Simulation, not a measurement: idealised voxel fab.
process module | voxel quadruple lines
cross-section cut | 230 nm wide | cells 5 nm
A cross-section is a grid of square cells, given in bands from the top down. A band is one or more rows of cells.
Each band's line starts with the height of the band's top and of its bottom, in nm. Then come its materials from left to right, each with its width in nm. One material with "throughout" fills the band from edge to edge. "air" is empty space.
Height 0 is the level under which the wafer as received is all one material. The lowest band goes on downwards, as in "0 down".
A width such as "30 to 40" changes by the same amount from each row of cells to the next, from the band's top row to its bottom row.
"no change" after a step means that no cell of the cross-section changed.
closed voids: empty space of 8 cells or more with no open way to the top, each as width x height at its distance from the left edge, in nm
after a step's settings: what the simulator itself notes on the step
overlay nm, on a step with a mask: how far to the right of its planned place the mask lay; to the left if negative
Each pair below shows a cross-section before one step and the cross-section after it, down to the lowest band that changed. The line under each pair gives the step between them, with its settings. The pairs can come from different runs of this module on the same starting wafer, so a pair continues from the pair above only where its "before" says so.
before
  0 down: Si throughout
  closed voids: none
after
  5 to 0: SiO2 throughout
  below 0: unchanged
  closed voids: none
the step between: op CONFORMAL_DEP | material SiO2 | thk nm 5
before: the cross-section after the pair above
after
  20 to 5: W throughout
  below 5: unchanged
  closed voids: none
the step between: op DIRECTIONAL_DEP | material W | thk nm 15
before: the cross-section after the pair above
after
  40 to 20: polySi throughout
  below 20: unchanged
  closed voids: none
the step between: op DIRECTIONAL_DEP | material polySi | thk nm 20
before: the cross-section after the pair above
after
  60 to 40: aC throughout
  below 40: unchanged
  closed voids: none
the step between: op DIRECTIONAL_DEP | material aC | thk nm 20
before: the cross-section after the pair above
after
  85 to 60: air 60 | resist 30 | air 50 | resist 30 | air 60
  below 60: unchanged
  closed voids: none
the step between: op PATTERN | tone cover | mask id MANDREL | material resist | width nm 30 | pitch nm 80 | thk nm 25 | overlay nm 0
before: the cross-section after the pair above
after
  65 to 60: air 60 | resist 30 | air 50 | resist 30 | air 60
  60 to 40: air 60 | aC 30 | air 50 | aC 30 | air 60
  below 40: unchanged
  closed voids: none
the step between: op DIRECTIONAL_ETCH | etch materials aC | depth nm 20
before: the cross-section after the pair above
after
  60 to 40: air 60 | aC 30 | air 50 | aC 30 | air 60
  below 40: unchanged
  closed voids: none
the step between: op STRIP | etch materials resist
before: the cross-section after the pair above
after
  70 to 60: air 50 | SiO2 50 | air 30 | SiO2 50 | air 50
  60 to 50: air 50 | SiO2 10 | aC 30 | SiO2 10 | air 30 | SiO2 10 | aC 30 | SiO2 10 | air 50
  50 to 40: SiO2 60 | aC 30 | SiO2 50 | aC 30 | SiO2 60
  below 40: unchanged
  closed voids: none
the step between: op CONFORMAL_DEP | material SiO2 | thk nm 10
before: the cross-section after the pair above
after
  60 to 40: air 50 | SiO2 10 | aC 30 | SiO2 10 | air 30 | SiO2 10 | aC 30 | SiO2 10 | air 50
  below 40: unchanged
  closed voids: none
the step between: op DIRECTIONAL_ETCH | etch materials SiO2 | depth nm 10
before: the cross-section after the pair above
after
  60 to 40: air 50 | SiO2 10 | air 30 | SiO2 10 | air 30 | SiO2 10 | air 30 | SiO2 10 | air 50
  below 40: unchanged
  closed voids: none
the step between: op STRIP | etch materials aC
before: the cross-section after the pair above
after
  60 to 40: air 50 | SiO2 10 | air 30 | SiO2 10 | air 30 | SiO2 10 | air 30 | SiO2 10 | air 50
  40 to 20: air 50 | polySi 10 | air 30 | polySi 10 | air 30 | polySi 10 | air 30 | polySi 10 | air 50
  below 20: unchanged
  closed voids: none
the step between: op DIRECTIONAL_ETCH | etch materials polySi | depth nm 20
before: the cross-section after the pair above
after
  40 to 20: air 50 | polySi 10 | air 30 | polySi 10 | air 30 | polySi 10 | air 30 | polySi 10 | air 50
  below 20: unchanged
  closed voids: none
the step between: op STRIP | etch materials SiO2
before: the cross-section after the pair above
after
  50 to 40: air 40 | SiCN 30 | air 10 | SiCN 30 | air 10 | SiCN 30 | air 10 | SiCN 30 | air 40
  40 to 30: air 40 | SiCN 10 | polySi 10 | SiCN 10 | air 10 | SiCN 10 | polySi 10 | SiCN 10 | air 10 | SiCN 10 | polySi 10 | SiCN 10 | air 10 | SiCN 10 | polySi 10 | SiCN 10 | air 40
  30 to 20: SiCN 50 | polySi 10 | SiCN 30 | polySi 10 | SiCN 30 | polySi 10 | SiCN 30 | polySi 10 | SiCN 50
  below 20: unchanged
  closed voids: none
the step between: op CONFORMAL_DEP | material SiCN | thk nm 10
before: the cross-section after the pair above
after
  40 to 20: air 40 | SiCN 10 | polySi 10 | SiCN 10 | air 10 | SiCN 10 | polySi 10 | SiCN 10 | air 10 | SiCN 10 | polySi 10 | SiCN 10 | air 10 | SiCN 10 | polySi 10 | SiCN 10 | air 40
  below 20: unchanged
  closed voids: none
the step between: op DIRECTIONAL_ETCH | etch materials SiCN | depth nm 10
before: the cross-section after the pair above
after
  40 to 20: air 40 | SiCN 10 | air 10 | SiCN 10 | air 10 | SiCN 10 | air 10 | SiCN 10 | air 10 | SiCN 10 | air 10 | SiCN 10 | air 10 | SiCN 10 | air 10 | SiCN 10 | air 40
  below 20: unchanged
  closed voids: none
the step between: op STRIP | etch materials polySi
before: the cross-section after the pair above
after
  40 to 20: air 40 | SiCN 10 | air 10 | SiCN 10 | air 10 | SiCN 10 | air 10 | SiCN 10 | air 10 | SiCN 10 | air 10 | SiCN 10 | air 10 | SiCN 10 | air 10 | SiCN 10 | air 40
  20 to 5: air 40 | W 10 | air 10 | W 10 | air 10 | W 10 | air 10 | W 10 | air 10 | W 10 | air 10 | W 10 | air 10 | W 10 | air 10 | W 10 | air 40
  below 5: unchanged
  closed voids: none
the step between: op DIRECTIONAL_ETCH | etch materials W | depth nm 15
before: the cross-section after the pair above
after
  20 to 5: air 40 | W 10 | air 10 | W 10 | air 10 | W 10 | air 10 | W 10 | air 10 | W 10 | air 10 | W 10 | air 10 | W 10 | air 10 | W 10 | air 40
  below 5: unchanged
  closed voids: none
the step between: op STRIP | etch materials SiCN
before: the cross-section after the pair above
after
  25 to 20: SiO2 throughout
  20 to 5: SiO2 40 | W 10 | SiO2 10 | W 10 | SiO2 10 | W 10 | SiO2 10 | W 10 | SiO2 10 | W 10 | SiO2 10 | W 10 | SiO2 10 | W 10 | SiO2 10 | W 10 | SiO2 40
  below 5: unchanged
  closed voids: none
the step between: op FILL_DEP | material SiO2 | thk nm 5
before: the cross-section after the pair above
after
  20 to 5: SiO2 40 | W 10 | SiO2 10 | W 10 | SiO2 10 | W 10 | SiO2 10 | W 10 | SiO2 10 | W 10 | SiO2 10 | W 10 | SiO2 10 | W 10 | SiO2 10 | W 10 | SiO2 40
  below 5: unchanged
  closed voids: none
the step between: op CMP | height nm 20
before
  0 down: Si throughout
  closed voids: none
after
  15 to 0: W throughout
  below 0: unchanged
  closed voids: none
the step between: op DIRECTIONAL_DEP | material W | thk nm 15
before: the cross-section after the pair above
after
  35 to 15: polySi throughout
  below 15: unchanged
  closed voids: none
the step between: op DIRECTIONAL_DEP | material polySi | thk nm 20
before: the cross-section after the pair above
after
  55 to 35: aC throughout
  below 35: unchanged
  closed voids: none
the step between: op DIRECTIONAL_DEP | material aC | thk nm 20
before: the cross-section after the pair above
after
  80 to 55: air 60 | resist 30 | air 50 | resist 30 | air 60
  below 55: unchanged
  closed voids: none
the step between: op PATTERN | tone cover | mask id MANDREL | material resist | width nm 30 | pitch nm 80 | thk nm 25 | overlay nm 0
before: the cross-section after the pair above
after
  60 to 55: air 60 | resist 30 | air 50 | resist 30 | air 60
  55 to 35: air 60 | aC 30 | air 50 | aC 30 | air 60
  below 35: unchanged
  closed voids: none
the step between: op DIRECTIONAL_ETCH | etch materials aC | depth nm 20
before: the cross-section after the pair above
after
  55 to 35: air 60 | aC 30 | air 50 | aC 30 | air 60
  below 35: unchanged
  closed voids: none
the step between: op STRIP | etch materials resist
before: the cross-section after the pair above
after
  65 to 55: air 50 | SiO2 50 | air 30 | SiO2 50 | air 50
  55 to 45: air 50 | SiO2 10 | aC 30 | SiO2 10 | air 30 | SiO2 10 | aC 30 | SiO2 10 | air 50
  45 to 35: SiO2 60 | aC 30 | SiO2 50 | aC 30 | SiO2 60
  below 35: unchanged
  closed voids: none
the step between: op CONFORMAL_DEP | material SiO2 | thk nm 10
before: the cross-section after the pair above
after
  55 to 35: air 50 | SiO2 10 | aC 30 | SiO2 10 | air 30 | SiO2 10 | aC 30 | SiO2 10 | air 50
  below 35: unchanged
  closed voids: none
the step between: op DIRECTIONAL_ETCH | etch materials SiO2 | depth nm 10
before: the cross-section after the pair above
after
  55 to 35: air 50 | SiO2 10 | air 30 | SiO2 10 | air 30 | SiO2 10 | air 30 | SiO2 10 | air 50
  below 35: unchanged
  closed voids: none
the step between: op STRIP | etch materials aC
before: the cross-section after the pair above
after
  55 to 35: air 50 | SiO2 10 | air 30 | SiO2 10 | air 30 | SiO2 10 | air 30 | SiO2 10 | air 50
  35 to 15: air 50 | polySi 10 | air 30 | polySi 10 | air 30 | polySi 10 | air 30 | polySi 10 | air 50
  below 15: unchanged
  closed voids: none
the step between: op DIRECTIONAL_ETCH | etch materials polySi | depth nm 20
before: the cross-section after the pair above
after
  35 to 15: air 50 | polySi 10 | air 30 | polySi 10 | air 30 | polySi 10 | air 30 | polySi 10 | air 50
  below 15: unchanged
  closed voids: none
the step between: op STRIP | etch materials SiO2
before: the cross-section after the pair above
after
  45 to 35: air 40 | SiCN 30 | air 10 | SiCN 30 | air 10 | SiCN 30 | air 10 | SiCN 30 | air 40
  35 to 25: air 40 | SiCN 10 | polySi 10 | SiCN 10 | air 10 | SiCN 10 | polySi 10 | SiCN 10 | air 10 | SiCN 10 | polySi 10 | SiCN 10 | air 10 | SiCN 10 | polySi 10 | SiCN 10 | air 40
  25 to 15: SiCN 50 | polySi 10 | SiCN 30 | polySi 10 | SiCN 30 | polySi 10 | SiCN 30 | polySi 10 | SiCN 50
  below 15: unchanged
  closed voids: none
the step between: op CONFORMAL_DEP | material SiCN | thk nm 10
before: the cross-section after the pair above
after
  35 to 15: air 40 | SiCN 10 | polySi 10 | SiCN 10 | air 10 | SiCN 10 | polySi 10 | SiCN 10 | air 10 | SiCN 10 | polySi 10 | SiCN 10 | air 10 | SiCN 10 | polySi 10 | SiCN 10 | air 40
  below 15: unchanged
  closed voids: none
the step between: op DIRECTIONAL_ETCH | etch materials SiCN | depth nm 10
before: the cross-section after the pair above
after
  35 to 15: air 40 | SiCN 10 | air 10 | SiCN 10 | air 10 | SiCN 10 | air 10 | SiCN 10 | air 10 | SiCN 10 | air 10 | SiCN 10 | air 10 | SiCN 10 | air 10 | SiCN 10 | air 40
  below 15: unchanged
  closed voids: none
the step between: op STRIP | etch materials polySi
before: the cross-section after the pair above
after
  35 to 15: air 40 | SiCN 10 | air 10 | SiCN 10 | air 10 | SiCN 10 | air 10 | SiCN 10 | air 10 | SiCN 10 | air 10 | SiCN 10 | air 10 | SiCN 10 | air 10 | SiCN 10 | air 40
  15 to 0: air 40 | W 10 | air 10 | W 10 | air 10 | W 10 | air 10 | W 10 | air 10 | W 10 | air 10 | W 10 | air 10 | W 10 | air 10 | W 10 | air 40
  below 0: unchanged
  closed voids: none
the step between: op DIRECTIONAL_ETCH | etch materials W | depth nm 15
before: the cross-section after the pair above
after
  15 to 0: air 40 | W 10 | air 10 | W 10 | air 10 | W 10 | air 10 | W 10 | air 10 | W 10 | air 10 | W 10 | air 10 | W 10 | air 10 | W 10 | air 40
  below 0: unchanged
  closed voids: none
the step between: op STRIP | etch materials SiCN
before: the cross-section after the pair above
after
  20 to 15: SiO2 throughout
  15 to 0: SiO2 40 | W 10 | SiO2 10 | W 10 | SiO2 10 | W 10 | SiO2 10 | W 10 | SiO2 10 | W 10 | SiO2 10 | W 10 | SiO2 10 | W 10 | SiO2 10 | W 10 | SiO2 40
  below 0: unchanged
  closed voids: none
the step between: op FILL_DEP | material SiO2 | thk nm 5
before
  25 to 20: SiO2 throughout
  20 to 5: SiO2 40 | W 10 | SiO2 10 | W 10 | SiO2 10 | W 10 | SiO2 10 | W 10 | SiO2 10 | W 10 | SiO2 10 | W 10 | SiO2 10 | W 10 | SiO2 10 | W 10 | SiO2 40
  5 to 0: SiO2 throughout
  0 down: Si throughout
  closed voids: none
after
  30 to 20: SiO2 throughout
  below 20: unchanged
  closed voids: none
the step between: op FILL_DEP | material SiO2 | thk nm 5
before: the cross-section after the pair above
after
  20 to 5: SiO2 40 | W 10 | SiO2 10 | W 10 | SiO2 10 | W 10 | SiO2 10 | W 10 | SiO2 10 | W 10 | SiO2 10 | W 10 | SiO2 10 | W 10 | SiO2 10 | W 10 | SiO2 40
  below 5: unchanged
  closed voids: none
the step between: op CMP | height nm 20
before
  5 to 0: SiO2 throughout
  0 down: Si throughout
  closed voids: none
after
  25 to 5: polySi throughout
  below 5: unchanged
  closed voids: none
the step between: op DIRECTIONAL_DEP | material polySi | thk nm 20
before: the cross-section after the pair above
after
  40 to 25: W throughout
  below 25: unchanged
  closed voids: none
the step between: op DIRECTIONAL_DEP | material W | thk nm 15
before: the cross-section after the pair above
after
  60 to 40: aC throughout
  below 40: unchanged
  closed voids: none
the step between: op DIRECTIONAL_DEP | material aC | thk nm 20
before: the cross-section after the pair above
after
  85 to 60: air 60 | resist 30 | air 50 | resist 30 | air 60
  below 60: unchanged
  closed voids: none
the step between: op PATTERN | tone cover | mask id MANDREL | material resist | width nm 30 | pitch nm 80 | thk nm 25 | overlay nm 0
before: the cross-section after the pair above
after
  65 to 60: air 60 | resist 30 | air 50 | resist 30 | air 60
  60 to 40: air 60 | aC 30 | air 50 | aC 30 | air 60
  below 40: unchanged
  closed voids: none
the step between: op DIRECTIONAL_ETCH | etch materials aC | depth nm 20
before: the cross-section after the pair above
after
  60 to 40: air 60 | aC 30 | air 50 | aC 30 | air 60
  below 40: unchanged
  closed voids: none
the step between: op STRIP | etch materials resist
before: the cross-section after the pair above
after
  70 to 60: air 50 | SiO2 50 | air 30 | SiO2 50 | air 50
  60 to 50: air 50 | SiO2 10 | aC 30 | SiO2 10 | air 30 | SiO2 10 | aC 30 | SiO2 10 | air 50
  50 to 40: SiO2 60 | aC 30 | SiO2 50 | aC 30 | SiO2 60
  below 40: unchanged
  closed voids: none
the step between: op CONFORMAL_DEP | material SiO2 | thk nm 10
before: the cross-section after the pair above
after
  60 to 40: air 50 | SiO2 10 | aC 30 | SiO2 10 | air 30 | SiO2 10 | aC 30 | SiO2 10 | air 50
  below 40: unchanged
  closed voids: none
the step between: op DIRECTIONAL_ETCH | etch materials SiO2 | depth nm 10
before: the cross-section after the pair above
after
  60 to 40: air 50 | SiO2 10 | air 30 | SiO2 10 | air 30 | SiO2 10 | air 30 | SiO2 10 | air 50
  below 40: unchanged
  closed voids: none
the step between: op STRIP | etch materials aC
before: the cross-section after the pair above
after
  40 to 25: W throughout
  below 25: unchanged
  closed voids: none
the step between: op STRIP | etch materials SiO2
before: the cross-section after the pair above
after
  50 to 40: SiCN throughout
  below 40: unchanged
  closed voids: none
the step between: op CONFORMAL_DEP | material SiCN | thk nm 10
before: the cross-section after the pair above
after
  40 to 25: W throughout
  below 25: unchanged
  closed voids: none
the step between: op DIRECTIONAL_ETCH | etch materials SiCN | depth nm 10
before: the cross-section after the pair above
after
  25 to 5: polySi throughout
  below 5: unchanged
  closed voids: none
the step between: op DIRECTIONAL_ETCH | etch materials W | depth nm 15
before: the cross-section after the pair above
after
  30 to 25: SiO2 throughout
  below 25: unchanged
  closed voids: none
the step between: op FILL_DEP | material SiO2 | thk nm 5
before: the cross-section after the pair above
after
  20 to 5: polySi throughout
  below 5: unchanged
  closed voids: none
the step between: op CMP | height nm 20
before
  0 down: Si throughout
  closed voids: none
after
  15 to 0: SiO2 throughout
  below 0: unchanged
  closed voids: none
the step between: op CONFORMAL_DEP | material SiO2 | thk nm 15
before: the cross-section after the pair above
after
  30 to 15: W throughout
  below 15: unchanged
  closed voids: none
the step between: op DIRECTIONAL_DEP | material W | thk nm 15
before: the cross-section after the pair above
after
  50 to 30: polySi throughout
  below 30: unchanged
  closed voids: none
the step between: op DIRECTIONAL_DEP | material polySi | thk nm 20
before: the cross-section after the pair above
after
  70 to 50: aC throughout
  below 50: unchanged
  closed voids: none
the step between: op DIRECTIONAL_DEP | material aC | thk nm 20
before: the cross-section after the pair above
after
  95 to 70: air 60 | resist 30 | air 50 | resist 30 | air 60
  below 70: unchanged
  closed voids: none
the step between: op PATTERN | tone cover | mask id MANDREL | material resist | width nm 30 | pitch nm 80 | thk nm 25 | overlay nm 0
before: the cross-section after the pair above
after
  75 to 70: air 60 | resist 30 | air 50 | resist 30 | air 60
  70 to 50: air 60 | aC 30 | air 50 | aC 30 | air 60
  below 50: unchanged
  closed voids: none
the step between: op DIRECTIONAL_ETCH | etch materials aC | depth nm 20
before: the cross-section after the pair above
after
  70 to 50: air 60 | aC 30 | air 50 | aC 30 | air 60
  below 50: unchanged
  closed voids: none
the step between: op STRIP | etch materials resist
before: the cross-section after the pair above
after
  80 to 70: air 50 | SiO2 50 | air 30 | SiO2 50 | air 50
  70 to 60: air 50 | SiO2 10 | aC 30 | SiO2 10 | air 30 | SiO2 10 | aC 30 | SiO2 10 | air 50
  60 to 50: SiO2 60 | aC 30 | SiO2 50 | aC 30 | SiO2 60
  below 50: unchanged
  closed voids: none
the step between: op CONFORMAL_DEP | material SiO2 | thk nm 10
before: the cross-section after the pair above
after
  70 to 50: air 50 | SiO2 10 | aC 30 | SiO2 10 | air 30 | SiO2 10 | aC 30 | SiO2 10 | air 50
  below 50: unchanged
  closed voids: none
the step between: op DIRECTIONAL_ETCH | etch materials SiO2 | depth nm 10
before: the cross-section after the pair above
after
  70 to 50: air 50 | SiO2 10 | air 30 | SiO2 10 | air 30 | SiO2 10 | air 30 | SiO2 10 | air 50
  below 50: unchanged
  closed voids: none
the step between: op STRIP | etch materials aC
before: the cross-section after the pair above
after
  70 to 50: air 50 | SiO2 10 | air 30 | SiO2 10 | air 30 | SiO2 10 | air 30 | SiO2 10 | air 50
  50 to 30: air 50 | polySi 10 | air 30 | polySi 10 | air 30 | polySi 10 | air 30 | polySi 10 | air 50
  below 30: unchanged
  closed voids: none
the step between: op DIRECTIONAL_ETCH | etch materials polySi | depth nm 20
before: the cross-section after the pair above
after
  50 to 30: air 50 | polySi 10 | air 30 | polySi 10 | air 30 | polySi 10 | air 30 | polySi 10 | air 50
  below 30: unchanged
  closed voids: none
the step between: op STRIP | etch materials SiO2
before: the cross-section after the pair above
after
  60 to 50: air 40 | SiCN 30 | air 10 | SiCN 30 | air 10 | SiCN 30 | air 10 | SiCN 30 | air 40
  50 to 40: air 40 | SiCN 10 | polySi 10 | SiCN 10 | air 10 | SiCN 10 | polySi 10 | SiCN 10 | air 10 | SiCN 10 | polySi 10 | SiCN 10 | air 10 | SiCN 10 | polySi 10 | SiCN 10 | air 40
  40 to 30: SiCN 50 | polySi 10 | SiCN 30 | polySi 10 | SiCN 30 | polySi 10 | SiCN 30 | polySi 10 | SiCN 50
  below 30: unchanged
  closed voids: none
the step between: op CONFORMAL_DEP | material SiCN | thk nm 10
before: the cross-section after the pair above
after
  50 to 30: air 40 | SiCN 10 | polySi 10 | SiCN 10 | air 10 | SiCN 10 | polySi 10 | SiCN 10 | air 10 | SiCN 10 | polySi 10 | SiCN 10 | air 10 | SiCN 10 | polySi 10 | SiCN 10 | air 40
  below 30: unchanged
  closed voids: none
the step between: op DIRECTIONAL_ETCH | etch materials SiCN | depth nm 10
before: the cross-section after the pair above
after
  50 to 30: air 40 | SiCN 10 | air 10 | SiCN 10 | air 10 | SiCN 10 | air 10 | SiCN 10 | air 10 | SiCN 10 | air 10 | SiCN 10 | air 10 | SiCN 10 | air 10 | SiCN 10 | air 40
  below 30: unchanged
  closed voids: none
the step between: op STRIP | etch materials polySi
before: the cross-section after the pair above
after
  50 to 30: air 40 | SiCN 10 | air 10 | SiCN 10 | air 10 | SiCN 10 | air 10 | SiCN 10 | air 10 | SiCN 10 | air 10 | SiCN 10 | air 10 | SiCN 10 | air 10 | SiCN 10 | air 40
  30 to 15: air 40 | W 10 | air 10 | W 10 | air 10 | W 10 | air 10 | W 10 | air 10 | W 10 | air 10 | W 10 | air 10 | W 10 | air 10 | W 10 | air 40
  below 15: unchanged
  closed voids: none
the step between: op DIRECTIONAL_ETCH | etch materials W | depth nm 15
before: the cross-section after the pair above
after
  30 to 15: air 40 | W 10 | air 10 | W 10 | air 10 | W 10 | air 10 | W 10 | air 10 | W 10 | air 10 | W 10 | air 10 | W 10 | air 10 | W 10 | air 40
  below 15: unchanged
  closed voids: none
the step between: op STRIP | etch materials SiCN
before: the cross-section after the pair above
after
  35 to 30: SiO2 throughout
  30 to 15: SiO2 40 | W 10 | SiO2 10 | W 10 | SiO2 10 | W 10 | SiO2 10 | W 10 | SiO2 10 | W 10 | SiO2 10 | W 10 | SiO2 10 | W 10 | SiO2 10 | W 10 | SiO2 40
  below 15: unchanged
  closed voids: none
the step between: op FILL_DEP | material SiO2 | thk nm 5
before: the cross-section after the pair above
after
  20 to 15: SiO2 40 | W 10 | SiO2 10 | W 10 | SiO2 10 | W 10 | SiO2 10 | W 10 | SiO2 10 | W 10 | SiO2 10 | W 10 | SiO2 10 | W 10 | SiO2 10 | W 10 | SiO2 40
  below 15: unchanged
  closed voids: none
the step between: op CMP | height nm 20
before
  60 to 40: aC throughout
  40 to 20: polySi throughout
  20 to 5: W throughout
  5 to 0: SiO2 throughout
  0 down: Si throughout
  closed voids: none
after
  85 to 60: air 55 | resist 40 | air 40 | resist 40 | air 55
  below 60: unchanged
  closed voids: none
the step between: op PATTERN | tone cover | mask id MANDREL | material resist | width nm 40 | pitch nm 80 | thk nm 25 | overlay nm 0
before: the cross-section after the pair above
after
  65 to 60: air 55 | resist 40 | air 40 | resist 40 | air 55
  60 to 40: air 55 | aC 40 | air 40 | aC 40 | air 55
  below 40: unchanged
  closed voids: none
the step between: op DIRECTIONAL_ETCH | etch materials aC | depth nm 20
before: the cross-section after the pair above
after
  60 to 40: air 55 | aC 40 | air 40 | aC 40 | air 55
  below 40: unchanged
  closed voids: none
the step between: op STRIP | etch materials resist
before: the cross-section after the pair above
after
  70 to 60: air 45 | SiO2 60 | air 20 | SiO2 60 | air 45
  60 to 50: air 45 | SiO2 10 | aC 40 | SiO2 10 | air 20 | SiO2 10 | aC 40 | SiO2 10 | air 45
  50 to 40: SiO2 55 | aC 40 | SiO2 40 | aC 40 | SiO2 55
  below 40: unchanged
  closed voids: none
the step between: op CONFORMAL_DEP | material SiO2 | thk nm 10
before: the cross-section after the pair above
after
  60 to 40: air 45 | SiO2 10 | aC 40 | SiO2 10 | air 20 | SiO2 10 | aC 40 | SiO2 10 | air 45
  below 40: unchanged
  closed voids: none
the step between: op DIRECTIONAL_ETCH | etch materials SiO2 | depth nm 10
before: the cross-section after the pair above
after
  60 to 40: air 45 | SiO2 10 | air 40 | SiO2 10 | air 20 | SiO2 10 | air 40 | SiO2 10 | air 45
  below 40: unchanged
  closed voids: none
the step between: op STRIP | etch materials aC
before: the cross-section after the pair above
after
  60 to 40: air 45 | SiO2 10 | air 40 | SiO2 10 | air 20 | SiO2 10 | air 40 | SiO2 10 | air 45
  40 to 20: air 45 | polySi 10 | air 40 | polySi 10 | air 20 | polySi 10 | air 40 | polySi 10 | air 45
  below 20: unchanged
  closed voids: none
the step between: op DIRECTIONAL_ETCH | etch materials polySi | depth nm 20
before: the cross-section after the pair above
after
  40 to 20: air 45 | polySi 10 | air 40 | polySi 10 | air 20 | polySi 10 | air 40 | polySi 10 | air 45
  below 20: unchanged
  closed voids: none
the step between: op STRIP | etch materials SiO2
before: the cross-section after the pair above
after
  50 to 40: air 35 | SiCN 30 | air 20 | SiCN 60 | air 20 | SiCN 30 | air 35
  40 to 30: air 35 | SiCN 10 | polySi 10 | SiCN 10 | air 20 | SiCN 10 | polySi 10 | SiCN 20 | polySi 10 | SiCN 10 | air 20 | SiCN 10 | polySi 10 | SiCN 10 | air 35
  30 to 20: SiCN 45 | polySi 10 | SiCN 40 | polySi 10 | SiCN 20 | polySi 10 | SiCN 40 | polySi 10 | SiCN 45
  below 20: unchanged
  closed voids: none
the step between: op CONFORMAL_DEP | material SiCN | thk nm 10
before: the cross-section after the pair above
after
  40 to 20: air 35 | SiCN 10 | polySi 10 | SiCN 10 | air 20 | SiCN 10 | polySi 10 | SiCN 20 | polySi 10 | SiCN 10 | air 20 | SiCN 10 | polySi 10 | SiCN 10 | air 35
  below 20: unchanged
  closed voids: none
the step between: op DIRECTIONAL_ETCH | etch materials SiCN | depth nm 10
before: the cross-section after the pair above
after
  40 to 20: air 35 | SiCN 10 | air 10 | SiCN 10 | air 20 | SiCN 10 | air 10 | SiCN 20 | air 10 | SiCN 10 | air 20 | SiCN 10 | air 10 | SiCN 10 | air 35
  below 20: unchanged
  closed voids: none
the step between: op STRIP | etch materials polySi
before: the cross-section after the pair above
after
  40 to 20: air 35 | SiCN 10 | air 10 | SiCN 10 | air 20 | SiCN 10 | air 10 | SiCN 20 | air 10 | SiCN 10 | air 20 | SiCN 10 | air 10 | SiCN 10 | air 35
  20 to 5: air 35 | W 10 | air 10 | W 10 | air 20 | W 10 | air 10 | W 20 | air 10 | W 10 | air 20 | W 10 | air 10 | W 10 | air 35
  below 5: unchanged
  closed voids: none
the step between: op DIRECTIONAL_ETCH | etch materials W | depth nm 15
before: the cross-section after the pair above
after
  20 to 5: air 35 | W 10 | air 10 | W 10 | air 20 | W 10 | air 10 | W 20 | air 10 | W 10 | air 20 | W 10 | air 10 | W 10 | air 35
  below 5: unchanged
  closed voids: none
the step between: op STRIP | etch materials SiCN
before: the cross-section after the pair above
after
  25 to 20: SiO2 throughout
  20 to 5: SiO2 35 | W 10 | SiO2 10 | W 10 | SiO2 20 | W 10 | SiO2 10 | W 20 | SiO2 10 | W 10 | SiO2 20 | W 10 | SiO2 10 | W 10 | SiO2 35
  below 5: unchanged
  closed voids: none
the step between: op FILL_DEP | material SiO2 | thk nm 5
before: the cross-section after the pair above
after
  20 to 5: SiO2 35 | W 10 | SiO2 10 | W 10 | SiO2 20 | W 10 | SiO2 10 | W 20 | SiO2 10 | W 10 | SiO2 20 | W 10 | SiO2 10 | W 10 | SiO2 35
  below 5: unchanged
  closed voids: none
the step between: op CMP | height nm 20
before
  60 to 40: aC throughout
  40 to 20: polySi throughout
  20 to 5: W throughout
  5 to 0: SiO2 throughout
  0 down: Si throughout
  closed voids: none
after
  85 to 60: air 70 | resist 30 | air 50 | resist 30 | air 50
  below 60: unchanged
  closed voids: none
the step between: op PATTERN | tone cover | mask id MANDREL | material resist | width nm 30 | pitch nm 80 | thk nm 25 | overlay nm 10
before: the cross-section after the pair above
after
  65 to 60: air 70 | resist 30 | air 50 | resist 30 | air 50
  60 to 40: air 70 | aC 30 | air 50 | aC 30 | air 50
  below 40: unchanged
  closed voids: none
the step between: op DIRECTIONAL_ETCH | etch materials aC | depth nm 20
before: the cross-section after the pair above
after
  60 to 40: air 70 | aC 30 | air 50 | aC 30 | air 50
  below 40: unchanged
  closed voids: none
the step between: op STRIP | etch materials resist
before: the cross-section after the pair above
after
  70 to 60: air 60 | SiO2 50 | air 30 | SiO2 50 | air 40
  60 to 50: air 60 | SiO2 10 | aC 30 | SiO2 10 | air 30 | SiO2 10 | aC 30 | SiO2 10 | air 40
  50 to 40: SiO2 70 | aC 30 | SiO2 50 | aC 30 | SiO2 50
  below 40: unchanged
  closed voids: none
the step between: op CONFORMAL_DEP | material SiO2 | thk nm 10
before: the cross-section after the pair above
after
  60 to 40: air 60 | SiO2 10 | aC 30 | SiO2 10 | air 30 | SiO2 10 | aC 30 | SiO2 10 | air 40
  below 40: unchanged
  closed voids: none
the step between: op DIRECTIONAL_ETCH | etch materials SiO2 | depth nm 10
before: the cross-section after the pair above
after
  60 to 40: air 60 | SiO2 10 | air 30 | SiO2 10 | air 30 | SiO2 10 | air 30 | SiO2 10 | air 40
  below 40: unchanged
  closed voids: none
the step between: op STRIP | etch materials aC
before: the cross-section after the pair above
after
  60 to 40: air 60 | SiO2 10 | air 30 | SiO2 10 | air 30 | SiO2 10 | air 30 | SiO2 10 | air 40
  40 to 20: air 60 | polySi 10 | air 30 | polySi 10 | air 30 | polySi 10 | air 30 | polySi 10 | air 40
  below 20: unchanged
  closed voids: none
the step between: op DIRECTIONAL_ETCH | etch materials polySi | depth nm 20
before: the cross-section after the pair above
after
  40 to 20: air 60 | polySi 10 | air 30 | polySi 10 | air 30 | polySi 10 | air 30 | polySi 10 | air 40
  below 20: unchanged
  closed voids: none
the step between: op STRIP | etch materials SiO2
before: the cross-section after the pair above
after
  50 to 40: air 50 | SiCN 30 | air 10 | SiCN 30 | air 10 | SiCN 30 | air 10 | SiCN 30 | air 30
  40 to 30: air 50 | SiCN 10 | polySi 10 | SiCN 10 | air 10 | SiCN 10 | polySi 10 | SiCN 10 | air 10 | SiCN 10 | polySi 10 | SiCN 10 | air 10 | SiCN 10 | polySi 10 | SiCN 10 | air 30
  30 to 20: SiCN 60 | polySi 10 | SiCN 30 | polySi 10 | SiCN 30 | polySi 10 | SiCN 30 | polySi 10 | SiCN 40
  below 20: unchanged
  closed voids: none
the step between: op CONFORMAL_DEP | material SiCN | thk nm 10
before: the cross-section after the pair above
after
  40 to 20: air 50 | SiCN 10 | polySi 10 | SiCN 10 | air 10 | SiCN 10 | polySi 10 | SiCN 10 | air 10 | SiCN 10 | polySi 10 | SiCN 10 | air 10 | SiCN 10 | polySi 10 | SiCN 10 | air 30
  below 20: unchanged
  closed voids: none
the step between: op DIRECTIONAL_ETCH | etch materials SiCN | depth nm 10
before: the cross-section after the pair above
after
  40 to 20: air 50 | SiCN 10 | air 10 | SiCN 10 | air 10 | SiCN 10 | air 10 | SiCN 10 | air 10 | SiCN 10 | air 10 | SiCN 10 | air 10 | SiCN 10 | air 10 | SiCN 10 | air 30
  below 20: unchanged
  closed voids: none
the step between: op STRIP | etch materials polySi
